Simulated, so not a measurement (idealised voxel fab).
Proc. module: voxel self aligned contacts
Pictured: cross-section cut, 145 nm wide, on a grid of 5 nm square cells.
How to read a cross-section here: the picture is a grid of square cells, written as bands going from the top down, and any band can span one or more rows of cells.
Band entry format. Leading values: height of top, height of bottom, nm. Remainder: materials in left-to-right order, each with its width in nm. Special words: "throughout" on a single material, which then fills the band edge to edge; "empty", empty space.
Below 0: as-received wafer, all one material; heights counted from there. Lowest band: no bottom, goes on down, written "0 nm and below".
The notation "30->40" denotes a width that varies across the rows of cells in the band, beginning at the first number in the top row, finishing at the second number in the bottom row, and changing by an identical amount from each row to the next.
For the purposes of this document, the phrase "remained the same" attached to a step denotes that no cell within the cross-section was modified by that step.
"Sealed void inventory" lists enclosed empty spaces (at least 8 cells, no open path upward to the top), each as width x height at distance from the left edge, in nm.
Formally, on a step line, whatever follows the settings is a remark that the simulator itself makes on the step.
The "overlay nm" setting may appear on a step's line; for a step that uses a mask, it gives how far to the right of its planned position the mask lay, and a negative value indicates the left.

[Intended process steps]
1. RECEIVE: material Si
2. OXIDIZE: depth nm 5
3. DIRECTIONAL_DEP: material polySi, thk nm 20
4. DIRECTIONAL_DEP: material SiN, thk nm 25
5. DIRECTIONAL_DEP: material aC, thk nm 10
6. PATTERN: tone cover, mask id GATE, material resist, width nm 25, pitch nm 75, thk nm 25, overlay nm 0
7. DIRECTIONAL_ETCH: etch materials aC, depth nm 10
8. STRIP: etch materials resist
9. DIRECTIONAL_ETCH: etch materials SiN, depth nm 25
10. DIRECTIONAL_ETCH: etch materials polySi, depth nm 20
11. STRIP: etch materials aC
12. CONFORMAL_DEP: material SiN, thk nm 10
13. DIRECTIONAL_ETCH: etch materials SiN, depth nm 10
14. FILL_DEP: material SiO2, thk nm 15
15. CMP: height nm 55
16. MASKED_ETCH: tone open, mask id CONTACT, width nm 50, etch materials SiO2, depth nm 60, overlay nm 0
17. CONFORMAL_DEP: material TiN, thk nm 5
18. FILL_DEP: material Ru, thk nm 5
19. CMP: height nm 55
20. CONFORMAL_DEP: material SiCN, thk nm 5
Split variable: width nm, step 6. Plan value = first wafer. Wafers start alike.

[As-received state after step 1, first of several wafers, cross-section]
  0 nm and below | Si throughout
  Sealed void inventory: none

[Take any row and you have a wafer at the end of the module: how many cells of each material it has gained (+) or lost (-) since it was received, and then its closed voids]
width nm 25; +48 Ru; -29 Si; +29 SiCN; +122 SiN; +106 SiO2; +32 TiN; +40 polySi; Sealed void inventory: none
width nm 30; +38 Ru; -29 Si; +29 SiCN; +132 SiN; +98 SiO2; +32 TiN; +48 polySi; Sealed void inventory: none
width nm 35; +28 Ru; -29 Si; +29 SiCN; +142 SiN; +90 SiO2; +32 TiN; +56 polySi; Sealed void inventory: none
width nm 40; +18 Ru; -29 Si; +29 SiCN; +152 SiN; +82 SiO2; +32 TiN; +64 polySi; Sealed void inventory: none
